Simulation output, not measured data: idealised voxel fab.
The process module presented herein is designated voxel quadruple lines.
The figure presents cross-section cut, which has a width of 265 nm and is divided into square cells with an edge length of 5 nm.
Heads up, the way a cross-section reads in here is a grid of square cells, handed over as bands from the top down, with every band being one or more rows of cells. Basically the band line says how high the top is and how high the bottom is, in nm, and then what's in it from left to right, every material with its width in nm. Empty space shows up as "blank", and if a single material carries "all across" it runs the full band edge to edge. Beneath 0, the wafer as received is one material, and that level is where height counting begins. The lowest band goes on downward without a bottom; it is written like "0 nm and below". When a width is written as two numbers, as in "30->40", the first number is the width in the top row of cells of the band and the second is the width in its bottom row, and the width changes by the same amount from each row to the next. Step marked "nothing got changed"? Then no cell in the cross-section changed in it. What "Enclosed void catalog" gives you is every empty space of 8 cells or more that is cut off from the top. Each appears as width x height at distance, with the distance taken from the left edge and width, height and distance all in nm. Note: text after step settings on the step line = simulator remark on that step. When a step includes a mask, the "overlay nm" setting on its line states how far to the right of its planned place that mask lay, and negative values state how far to the left.

# Process steps - plan
- 1: RECEIVE (material Si)
- 2: CONFORMAL_DEP (material SiO2; thk nm 10)
- 3: DIRECTIONAL_DEP (material Ru; thk nm 15)
- 4: DIRECTIONAL_DEP (material polySi; thk nm 20)
- 5: DIRECTIONAL_DEP (material aC; thk nm 25)
- 6: PATTERN (tone cover; mask id MANDREL; material resist; width nm 25; thk nm 35; overlay nm 0)
- 7: DIRECTIONAL_ETCH (etch materials aC; depth nm 25)
- 8: STRIP (etch materials resist)
- 9: CONFORMAL_DEP (material SiO2; thk nm 15)
- 10: DIRECTIONAL_ETCH (etch materials SiO2; depth nm 15)
- 11: STRIP (etch materials aC)
- 12: DIRECTIONAL_ETCH (etch materials polySi; depth nm 20)
- 13: STRIP (etch materials SiO2)
- 14: CONFORMAL_DEP (material SiN; thk nm 5)
- 15: DIRECTIONAL_ETCH (etch materials SiN; depth nm 5)
- 16: STRIP (etch materials polySi)
- 17: DIRECTIONAL_ETCH (etch materials Ru; depth nm 15)
- 18: STRIP (etch materials SiN)

# Shown in cross-section is the wafer as received, that is, as it stands after step 1
    0 nm and below  Si all across
    Enclosed void catalog: none

# As-planned run: cross-section of the first of two wafers at end of module
    25 nm to 10 nm  blank (100)  Ru (5)  blank (15)  Ru (5)  blank (15)  Ru (5)  blank (15)  Ru (5)  blank (100)
    10 nm to 0 nm  SiO2 all across
    0 nm and below  Si all across
    Enclosed void catalog: none

# The second wafer, shown in cross-section after the module: started the same way as the first and given the same plan, yet one mistake crept into how it was run
    25 nm to 10 nm  blank (100)  Ru (5)  blank (15)  Ru (5)  blank (15)  Ru (5)  blank (15)  Ru (5)  blank (100)
    10 nm to 0 nm  aC all across
    0 nm and below  Si all across
    Enclosed void catalog: none
Finding, execution versus plan: step 2 was run on a setting that differed from the plan, and what really ran there is CONFORMAL_DEP (material aC; thk nm 10)
Upon completion, the second wafer contains, in terms of cells, a greater or smaller amount of certain materials than the first wafer: SiO2: 106 fewer | aC: 106 more
